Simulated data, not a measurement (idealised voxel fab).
Presented below is a process module, voxel wiring stack.
This is section cut - it's 265 nm across, gridded in 5 nm square cells.
How to read a cross-section here: the picture is a grid of square cells, written as bands going from the top down, and any band can span one or more rows of cells.
A band entry consists of two parts. The first gives the height of the band's top and the height of its bottom, in nm. The rest lists the band's materials from left to right, each with its width in nm. A single material labelled with the word "everywhere" fills the band from edge to edge, and the word "blank" marks empty space.
All heights in this document are referenced to 0, defined as the level beneath which the wafer, as received, consists entirely of one material. The lowest band is not bounded below; it extends indefinitely downward and is written in the form "z 0 and below".
Read "30->40" as a graded width: first number on top, second number at the bottom, same change between each pair of neighbouring rows.
"no alteration", as given for a step, is the statement that not any cell of the cross-section underwent a change during that step.
Heads up: "Fully sealed voids" only lists the empty pockets with no open path to the top that are 8 cells or more, and it writes them as width x height at distance, distance from the left edge, in nm.
Whatever follows a step's settings on its line is a remark the simulator itself makes about that step.
The optional step-line setting "overlay nm" applies to steps with a mask and quantifies how far to the right of its planned location the mask lay, a negative value indicating leftward placement.
BELOW IS THE LIST OF PLANNED PROCESS STEPS
step 1: RECEIVE with material Si
step 2: CONFORMAL_DEP with material SiO2, thk nm 10
step 3: CONFORMAL_DEP with material SiCN, thk nm 5
step 4: DIRECTIONAL_DEP with material lowk, thk nm 20
step 5: DIRECTIONAL_DEP with material aC, thk nm 15
step 6: PATTERN with tone open, mask id METAL_1, material resist, width nm 20, pitch nm 45, thk nm 35, overlay nm 0
step 7: DIRECTIONAL_ETCH with etch materials aC, depth nm 15
step 8: STRIP with etch materials resist
step 9: DIRECTIONAL_ETCH with etch materials lowk, depth nm 20
step 10: DIRECTIONAL_ETCH with etch materials SiCN, depth nm 5
step 11: STRIP with etch materials aC
step 12: CONFORMAL_DEP with material TiN, thk nm 5
step 13: FILL_DEP with material Cu, thk nm 10
step 14: CMP with height nm 35
step 15: EPI with material Ru, thk nm 5
step 16: FILL_DEP with material SiCN, thk nm 5
step 17: DIRECTIONAL_DEP with material lowk, thk nm 10
step 18: MASKED_ETCH with tone open, mask id PLUG_1, width nm 15, pitch nm 45, etch materials lowk, depth nm 10, overlay nm 0
step 19: MASKED_ETCH with tone open, mask id PLUG_1, width nm 15, pitch nm 45, etch materials SiCN, depth nm 5, overlay nm 0
step 20: CONFORMAL_DEP with material TiN, thk nm 5
step 21: FILL_DEP with material Cu, thk nm 5
step 22: CMP with height nm 55
step 23: CONFORMAL_DEP with material SiCN, thk nm 5
step 24: DIRECTIONAL_DEP with material lowk, thk nm 25
step 25: MASKED_ETCH with tone open, mask id METAL_2, width nm 20, pitch nm 45, etch materials lowk, depth nm 25, overlay nm 0
step 26: MASKED_ETCH with tone open, mask id METAL_2, width nm 20, pitch nm 45, etch materials SiCN, depth nm 5, overlay nm 0
step 27: CONFORMAL_DEP with material TiN, thk nm 5
step 28: FILL_DEP with material Cu, thk nm 10
step 29: CMP with height nm 85
step 30: CONFORMAL_DEP with material SiCN, thk nm 5
step 31: DIRECTIONAL_DEP with material lowk, thk nm 10
step 32: PATTERN with tone open, mask id PLUG_2, material resist, width nm 15, pitch nm 45, thk nm 20, overlay nm 0
step 33: DIRECTIONAL_ETCH with etch materials lowk, depth nm 10
step 34: DIRECTIONAL_ETCH with etch materials SiCN, depth nm 5
step 35: STRIP with etch materials resist
step 36: CONFORMAL_DEP with material TiN, thk nm 5
step 37: FILL_DEP with material W, thk nm 10
step 38: CMP with height nm 100
step 39: DIRECTIONAL_DEP with material TiN, thk nm 5
step 40: DIRECTIONAL_DEP with material Ru, thk nm 20
step 41: MASKED_ETCH with tone cover, mask id METAL_3, width nm 20, pitch nm 45, etch materials Ru, depth nm 20, overlay nm 0
step 42: MASKED_ETCH with tone cover, mask id METAL_3, width nm 20, pitch nm 45, etch materials TiN, depth nm 5, overlay nm 0
step 43: CONFORMAL_DEP with material SiN, thk nm 5
step 44: FILL_DEP with material lowk, thk nm 5
step 45: CMP with height nm 125
step 46: CONFORMAL_DEP with material SiCN, thk nm 5
step 47: DIRECTIONAL_DEP with material lowk, thk nm 20
step 48: DIRECTIONAL_DEP with material aC, thk nm 15
step 49: PATTERN with tone open, mask id PLUG_3, material resist, width nm 15, thk nm 30, overlay nm 0
step 50: DIRECTIONAL_ETCH with etch materials aC, depth nm 15
step 51: STRIP with etch materials resist
step 52: DIRECTIONAL_ETCH with etch materials lowk, depth nm 20
step 53: DIRECTIONAL_ETCH with etch materials SiCN, depth nm 5
step 54: STRIP with etch materials aC
step 55: CONFORMAL_DEP with material TiN, thk nm 5
step 56: FILL_DEP with material W, thk nm 10
step 57: CMP with height nm 150
step 58: CONFORMAL_DEP with material SiN, thk nm 5
step 59: DIRECTIONAL_DEP with material lowk, thk nm 15
step 60: PATTERN with tone open, mask id METAL_4, material resist, width nm 20, pitch nm 45, thk nm 15, overlay nm 0
step 61: DIRECTIONAL_ETCH with etch materials lowk, depth nm 15
step 62: DIRECTIONAL_ETCH with etch materials SiN, depth nm 5
step 63: STRIP with etch materials resist
step 64: CONFORMAL_DEP with material TiN, thk nm 5
step 65: FILL_DEP with material Cu, thk nm 10
step 66: CMP with height nm 170
step 67: CONFORMAL_DEP with material SiCN, thk nm 5
DELIVERED WAFER IN CROSS-SECTION: STATE AFTER STEP 1
* z 0 and below | Si everywhere
* Fully sealed voids: none
FIRST WAFER OF TWO, SECTIONED AT END OF MODULE; RUN WENT PER PLAN
* z 175 to 170 | SiCN everywhere
* z 170 to 155 | 100 nm lowk, then 5 nm TiN, then 10 nm Cu, then 5 nm TiN, then 25 nm lowk, then 5 nm TiN, then 10 nm Cu, then 5 nm TiN, then 100 nm lowk
* z 155 to 150 | 100 nm SiN, then 20 nm TiN, then 25 nm SiN, then 20 nm TiN, then 100 nm SiN
* z 150 to 130 | 100 nm lowk, then 5 nm TiN, then 5 nm W, then 5 nm TiN, then 150 nm lowk
* z 130 to 125 | 100 nm SiCN, then 15 nm TiN, then 150 nm SiCN
* z 125 to 105 | 95 nm lowk, then 5 nm SiN, then 20 nm Ru, then 5 nm SiN, then 15 nm lowk, then 5 nm SiN, then 20 nm Ru, then 5 nm SiN, then 95 nm lowk
* z 105 to 100 | 100 nm SiN, then 20 nm TiN, then 25 nm SiN, then 20 nm TiN, then 100 nm SiN
* z 100 to 90 | 100 nm lowk, then 5 nm TiN, then 5 nm W, then 5 nm TiN, then 30 nm lowk, then 5 nm TiN, then 5 nm W, then 5 nm TiN, then 105 nm lowk
* z 90 to 85 | 100 nm SiCN, then 15 nm TiN, then 30 nm SiCN, then 15 nm TiN, then 105 nm SiCN
* z 85 to 60 | 100 nm lowk, then 5 nm TiN, then 10 nm Cu, then 5 nm TiN, then 25 nm lowk, then 5 nm TiN, then 10 nm Cu, then 5 nm TiN, then 100 nm lowk
* z 60 to 55 | 100 nm SiCN, then 20 nm TiN, then 25 nm SiCN, then 20 nm TiN, then 100 nm SiCN
* z 55 to 45 | 100 nm lowk, then 5 nm TiN, then 5 nm Cu, then 5 nm TiN, then 30 nm lowk, then 5 nm TiN, then 5 nm Cu, then 5 nm TiN, then 105 nm lowk
* z 45 to 40 | 100 nm SiCN, then 15 nm TiN, then 30 nm SiCN, then 15 nm TiN, then 105 nm SiCN
* z 40 to 35 | 95 nm SiCN, then 30 nm Ru, then 15 nm SiCN, then 30 nm Ru, then 95 nm SiCN
* z 35 to 15 | 100 nm lowk, then 5 nm TiN, then 10 nm Cu, then 5 nm TiN, then 25 nm lowk, then 5 nm TiN, then 10 nm Cu, then 5 nm TiN, then 100 nm lowk
* z 15 to 10 | 100 nm SiCN, then 20 nm TiN, then 25 nm SiCN, then 20 nm TiN, then 100 nm SiCN
* z 10 to 0 | SiO2 everywhere
* z 0 and below | Si everywhere
* Fully sealed voids: none
SECOND WAFER AT THE END: LIKE START, LIKE PLAN, ONE MISTAKE
* z 175 to 170 | SiCN everywhere
* z 170 to 155 | 100 nm lowk, then 5 nm TiN, then 10 nm Cu, then 5 nm TiN, then 25 nm lowk, then 5 nm TiN, then 10 nm Cu, then 5 nm TiN, then 100 nm lowk
* z 155 to 150 | 100 nm SiN, then 20 nm TiN, then 25 nm SiN, then 20 nm TiN, then 100 nm SiN
* z 150 to 130 | 100 nm lowk, then 5 nm TiN, then 5 nm W, then 5 nm TiN, then 150 nm lowk
* z 130 to 125 | 100 nm SiCN, then 15 nm TiN, then 150 nm SiCN
* z 125 to 105 | 95 nm lowk, then 5 nm SiN, then 20 nm Ru, then 5 nm SiN, then 15 nm lowk, then 5 nm SiN, then 20 nm Ru, then 5 nm SiN, then 95 nm lowk
* z 105 to 100 | 100 nm SiN, then 20 nm TiN, then 25 nm SiN, then 20 nm TiN, then 100 nm SiN
* z 100 to 90 | 95 nm lowk, then 5 nm TiN, then 15 nm W, then 5 nm TiN, then 20 nm lowk, then 5 nm TiN, then 15 nm W, then 5 nm TiN, then 100 nm lowk
* z 90 to 85 | 95 nm SiCN, then 25 nm TiN, then 20 nm SiCN, then 25 nm TiN, then 100 nm SiCN
* z 85 to 60 | 100 nm lowk, then 5 nm TiN, then 10 nm Cu, then 5 nm TiN, then 25 nm lowk, then 5 nm TiN, then 10 nm Cu, then 5 nm TiN, then 100 nm lowk
* z 60 to 55 | 100 nm SiCN, then 20 nm TiN, then 25 nm SiCN, then 20 nm TiN, then 100 nm SiCN
* z 55 to 45 | 100 nm lowk, then 5 nm TiN, then 5 nm Cu, then 5 nm TiN, then 30 nm lowk, then 5 nm TiN, then 5 nm Cu, then 5 nm TiN, then 105 nm lowk
* z 45 to 40 | 100 nm SiCN, then 15 nm TiN, then 30 nm SiCN, then 15 nm TiN, then 105 nm SiCN
* z 40 to 35 | 95 nm SiCN, then 30 nm Ru, then 15 nm SiCN, then 30 nm Ru, then 95 nm SiCN
* z 35 to 15 | 100 nm lowk, then 5 nm TiN, then 10 nm Cu, then 5 nm TiN, then 25 nm lowk, then 5 nm TiN, then 10 nm Cu, then 5 nm TiN, then 100 nm lowk
* z 15 to 10 | 100 nm SiCN, then 20 nm TiN, then 25 nm SiCN, then 20 nm TiN, then 100 nm SiCN
* z 10 to 0 | SiO2 everywhere
* z 0 and below | Si everywhere
* Fully sealed voids: none
Diagnosis: not per plan at step 32, really ran PATTERN with tone open, mask id PLUG_2, material resist, width nm 25, pitch nm 45, thk nm 20, overlay nm 0
Materials where the second wafer ends with more or fewer cells than the first: -4 SiCN | +4 TiN | +8 W | -8 lowk
